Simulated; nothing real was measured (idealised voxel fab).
Process module heading - voxel self aligned contacts
In the cross-section labelled cut, the width is 285 nm and each square cell is 5 nm.
Cross-section, as written here: a square-cell grid given band by band from the top down, where a band holds one or more rows of cells. Quick guide to a band line: top height, bottom height (nm) up front; then every material left to right with its width in nm. Only one material and it's marked "everywhere"? Then it fills the band edge to edge. And "blank" just means empty space. The level at which height equals 0 is the one under which the wafer, as it arrives, is entirely one material. No lower edge exists for the bottom band, which continues downward and is notated as in "z 0 and below". Width: "30->40" (first number = top row, second number = bottom row, same change from row to row of cells). Key: "everything unchanged" - step with no changed cell in the cross-section. The list in "Enclosed empty spaces" covers empty spaces of 8 cells or more that cannot reach the top through any open way, and it gives each as width x height at distance; the distance is from the left edge, and width, height and distance are in nm. Text after the settings on a step's line: the simulator's own remark on that step. Among the settings permitted on a step's line is "overlay nm"; applied to a step with a mask, it specifies the extent to which the mask lay to the right of its planned position, whereas a negative figure signifies a position to the left.
# Process steps foreseen in the plan
| 1 | RECEIVE (material Si) |
| 2 | CONFORMAL_DEP (material SiO2; thk nm 5) |
| 3 | DIRECTIONAL_DEP (material polySi; thk nm 25) |
| 4 | DIRECTIONAL_DEP (material SiN; thk nm 15) |
| 5 | DIRECTIONAL_DEP (material aC; thk nm 15) |
| 6 | PATTERN (tone cover; mask id GATE; material resist; width nm 35; pitch nm 60; thk nm 30; overlay nm 0) |
| 7 | DIRECTIONAL_ETCH (etch materials aC; depth nm 15) |
| 8 | STRIP (etch materials resist) |
| 9 | DIRECTIONAL_ETCH (etch materials SiN; depth nm 15) |
| 10 | DIRECTIONAL_ETCH (etch materials polySi; depth nm 25) |
| 11 | STRIP (etch materials aC) |
| 12 | CONFORMAL_DEP (material SiN; thk nm 5) |
| 13 | DIRECTIONAL_ETCH (etch materials SiN; depth nm 5) |
| 14 | FILL_DEP (material SiO2; thk nm 15) |
| 15 | CMP (height nm 55) |
| 16 | DIRECTIONAL_DEP (material aC; thk nm 15) |
| 17 | PATTERN (tone open; mask id CONTACT; material resist; width nm 45; pitch nm 60; thk nm 35; overlay nm 0) |
| 18 | DIRECTIONAL_ETCH (etch materials aC; depth nm 15) |
| 19 | STRIP (etch materials resist) |
| 20 | DIRECTIONAL_ETCH (etch materials SiO2; depth nm 55) |
| 21 | STRIP (etch materials aC) |
| 22 | CONFORMAL_DEP (material TiN; thk nm 5) |
| 23 | FILL_DEP (material Ru; thk nm 5) |
| 24 | CMP (height nm 55) |
| 25 | CONFORMAL_DEP (material SiCN; thk nm 5) |
# Received-state cross-section, reflecting completion of step 1
z 0 and below = Si everywhere
Enclosed empty spaces: none
# The following cross-section depicts the wafer upon conclusion of the module. Processing commenced from the starting condition illustrated above and adhered to the plan illustrated above, save for one mistake in execution
z 60 to 55 = SiCN everywhere
z 55 to 50 = SiO2 60; SiN 45; TiN 5; Ru 5; TiN 5; SiN 45; TiN 5; Ru 5; TiN 5; SiN 45; SiO2 60
z 50 to 45 = SiO2 60; SiN 45; TiN 15; SiN 45; TiN 15; SiN 45; SiO2 60
z 45 to 30 = SiN everywhere
z 30 to 5 = polySi everywhere
z 5 to 0 = SiO2 everywhere
z 0 and below = Si everywhere
Enclosed empty spaces: none
What was done differently from what was planned? step 4 of the plan was twice carried out
